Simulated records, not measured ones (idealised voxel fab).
You're looking at the process module voxel tone inversion.
Square cell edge 5 nm, section width 195 nm, ID cut.
Cross-section = grid of square cells, listed top down in bands; band = one or more rows.
Quick guide to a band line: top height, bottom height (nm) up front; then every material left to right with its width in nm. Only one material and it's marked "all across"? Then it fills the band edge to edge. And "air" just means empty space.
Heights are expressed relative to 0, this being the level below which the as-received wafer comprises one material exclusively. The lowest band is unbounded in the downward direction and is denoted as in "z 0 and below".
So if you see something like "30->40" for the width, read it as the top row of the band sitting at the first number and the bottom row at the second, with every row in between moving by the same amount as the last.
"no modification" after a step means that no cell of the cross-section changed.
The label "Voids, sealed" introduces a list of the empty spaces, 8 cells or larger, that have no open way up to the top; each entry in it reads width x height at distance, where the distance is taken from the left edge and all three are stated in nm.
What comes after the settings on a step's line is commentary from the simulator itself on that step.
"overlay nm", when on a step's line for a step with a mask, measures how far to the right of its planned place the mask lay; a negative measure means to the left.

This section lists the process steps that were planned
1,RECEIVE with material Si
2,CONFORMAL_DEP with material SiCN, thk nm 10
3,DIRECTIONAL_DEP with material aC, thk nm 20
4,PATTERN with tone cover, mask id POSTS, material resist, width nm 15, pitch nm 45, thk nm 25, overlay nm 0
5,DIRECTIONAL_ETCH with etch materials aC, depth nm 20
6,STRIP with etch materials resist
7,FILL_DEP with material lowk, thk nm 5
8,CMP with height nm 30
9,STRIP with etch materials aC
10,CONFORMAL_DEP with material TiN, thk nm 5
11,FILL_DEP with material Cu, thk nm 5
12,CMP with height nm 30
13,CONFORMAL_DEP with material SiCN, thk nm 5

Wafer as received: cross-section following step 1
  z 0 and below  Si all across
  Voids, sealed: none

One mistake in running the module, otherwise start and plan as above: cross-section at the end
  z 35 to 30  SiCN all across
  z 30 to 15  50 of lowk / 5 of Cu / 40 of lowk / 5 of Cu / 40 of lowk / 5 of Cu / 50 of lowk
  z 15 to 10  lowk all across
  z 10 to 0  SiCN all across
  z 0 and below  Si all across
  Voids, sealed: none
What was done differently from what was planned? so step 10 ended up running with a different setting than we planned, it ran as CONFORMAL_DEP with material lowk, thk nm 5
